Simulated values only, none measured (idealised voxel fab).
Module name: voxel double patterning (process module)
The figure presents cross-section cut, which has a width of 175 nm and is divided into square cells with an edge length of 5 nm.
Cross-section layout: square cells on a grid; listed as bands, top to bottom; a band spans one or more cell rows.
Read a band's entry like this: the first values are the height of its top and the height of its bottom in nm, and what follows is the sequence of materials from left to right, each with its width in nm. Note that "blank" is empty space, and that a single material marked "all across" reaches across the band from edge to edge.
All heights in this document are referenced to 0, defined as the level beneath which the wafer, as received, consists entirely of one material. The lowest band is not bounded below; it extends indefinitely downward and is written in the form "0 and below".
Quick explanation for "30->40": the width changes in equal steps down the rows of cells, from the first number in the band's top row to the second number in its bottom row.
"no change occurred" means the step left every cell of the cross-section as it was.
The entry titled "Enclosed void entries" provides the empty spaces that have no open way to the top, restricted to those of 8 cells or more. Each is presented as width x height at distance, the distance being measured from the left edge, with all three in nm.
Where a step's line continues beyond its settings, the continuation is a remark by the simulator itself on that step.
"overlay nm" answers the question of how far to the right of plan the mask lay on a step that has a mask, and when it is negative the answer is to the left.

## Steps planned for the process
1. RECEIVE (material Si)
2. CONFORMAL_DEP (material SiN; thk nm 10)
3. DIRECTIONAL_DEP (material SiO2; thk nm 15)
4. DIRECTIONAL_DEP (material SiCN; thk nm 5)
5. MASKED_ETCH (tone open; mask id FIRST; width nm 15; pitch nm 50; etch materials SiCN; depth nm 5; overlay nm 0)
6. DIRECTIONAL_DEP (material aC; thk nm 15)
7. PATTERN (tone open; mask id SECOND; material resist; width nm 15; thk nm 35; overlay nm 0)
8. DIRECTIONAL_ETCH (etch materials aC; depth nm 15)
9. STRIP (etch materials resist)
10. DIRECTIONAL_ETCH (etch materials SiCN; depth nm 5)
11. STRIP (etch materials aC)
12. DIRECTIONAL_ETCH (etch materials SiO2; depth nm 15)
13. STRIP (etch materials SiCN)

## Delivered wafer in cross-section: state after step 1
- 0 and below: Si all across
- Enclosed void entries: none

## a wafer at the end: this start, this plan, one mistake
- 25 down to 0: SiN all across
- 0 and below: Si all across
- Enclosed void entries: none
Which mistake was made when the wafer was run? step 3 changed vs plan, executed as DIRECTIONAL_DEP (material SiN; thk nm 15)
